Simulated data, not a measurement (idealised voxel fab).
process module | voxel air gaps
cross-section cut | 290 nm wide | cells 5 nm
A cross-section is a grid of square cells, given in bands from the top down. A band is one or more rows of cells.
Each band's line starts with the height of the band's top and of its bottom, in nm. Then come its materials from left to right, each with its width in nm. One material with "throughout" fills the band from edge to edge. "air" is empty space.
Height 0 is the level under which the wafer as received is all one material. The lowest band goes on downwards, as in "0 down".
A width such as "30 to 40" changes by the same amount from each row of cells to the next, from the band's top row to its bottom row.
"no change" after a step means that no cell of the cross-section changed.
closed voids: empty space of 8 cells or more with no open way to the top, each as width x height at its distance from the left edge, in nm
after a step's settings: what the simulator itself notes on the step
overlay nm, on a step with a mask: how far to the right of its planned place the mask lay; to the left if negative
plan
1 op RECEIVE | material Si
2 op CONFORMAL_DEP | material SiO2 | thk nm 15
3 op CONFORMAL_DEP | material SiN | thk nm 5
4 op DIRECTIONAL_DEP | material lowk | thk nm 35
5 op MASKED_ETCH | tone open | mask id LINES | width nm 20 | pitch nm 50 | etch materials lowk | depth nm 35 | overlay nm 0
6 op CONFORMAL_DEP | material TiN | thk nm 5
7 op FILL_DEP | material Cu | thk nm 10
8 op CMP | height nm 55
9 op EPI | material Ru | thk nm 10
10 op SELECTIVE_ETCH | etch materials lowk | depth nm 45
11 op CONFORMAL_DEP | material SiCN | thk nm 5
as received, after step 1
  0 down: Si throughout
  closed voids: none
a wafer at the end: this start, this plan, one mistake
  60 to 55: SiCN throughout
  55 to 15: SiN throughout
  15 to 0: SiO2 throughout
  0 down: Si throughout
  closed voids: none
what went wrong: step 4 ran as: op DIRECTIONAL_DEP | material SiN | thk nm 35
